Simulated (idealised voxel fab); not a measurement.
The document below concerns the process module designated voxel released beams.
Each square cell in cross-section cut measures 5 nm, and the section as a whole is 295 nm wide.
Each cross-section below is a grid of square cells, stated as bands in top-down order, with one or more rows of cells making up each band. What a band's entry tells you: where the top is and where the bottom is, as heights in nm, and after that what lies inside, material by material from left to right, each with its width in nm. Empty space is written as the word "empty", and a single material marked with the word "full width" occupies the band from edge to edge. A quick word on heights: they are counted from 0, and under that level the wafer as it came to us is one material throughout. The lowest band is different from the rest in having no bottom; it simply continues downward, written as in "0 down". The expression "30->40" gives the width at the extremes of the band, the first number at its top row of cells and the second at its bottom row, with the width changing by equal amounts from each row to the next in between. Basically "nothing was modified" means that step didn't change any cell in the cross-section. Entry "Internal closed voids" = empty spaces >= 8 cells with no open way to the top; each as width x height at distance, distance from left edge, all nm. That trailing text on a step's line, after the settings, is the simulator's own remark on the step. What "overlay nm" on a step's line means: if the step has a mask, that mask lay this far to the right of its planned place, or, when the value is negative, to the left.

STEPS IN THE PROCESS PLAN
- 1: RECEIVE with material Si
- 2: CONFORMAL_DEP with material Al2O3, thk nm 5
- 3: DIRECTIONAL_DEP with material SiO2, thk nm 10
- 4: MASKED_ETCH with tone open, mask id ANCHOR, width nm 35, etch materials SiO2, depth nm 10, overlay nm 0
- 5: CONFORMAL_DEP with material W, thk nm 10
- 6: MASKED_ETCH with tone cover, mask id BEAM, width nm 105, etch materials W, depth nm 10, overlay nm 0
- 7: STRIP with etch materials SiO2

CROSS-SECTION OF THE WAFER AT RECEIPT, WHICH IS THE CONDITION AFTER STEP 1
    0 down | Si full width
    Internal closed voids: none

END-OF-MODULE XS, FIRST OF TWO WAFERS, RUN AS PLANNED
    25 to 15 | empty=90, W=15, empty=15, W=75, empty=100
    15 to 5 | empty=95, W=35, empty=165
    5 to 0 | Al2O3 full width
    0 down | Si full width
    Internal closed voids: none

CROSS-SECTIONAL IMAGE OF THE SECOND WAFER OF THE TWO FOLLOWING COMPLETION OF THE MODULE. STARTING STATE AND PROCESS PLAN WERE THE SAME AS FOR THE FIRST WAFER; ONE EXECUTION ERROR OCCURRED
    15 to 5 | SiO2=95, empty=35, SiO2=165
    5 to 0 | Al2O3 full width
    0 down | Si full width
    Internal closed voids: none
What went wrong in running the wafer? rather than as planned, step 7 actually ran as STRIP with etch materials W
FYI, end of process, the second wafer has more or fewer cells of some materials than the first: +104 SiO2, -50 W
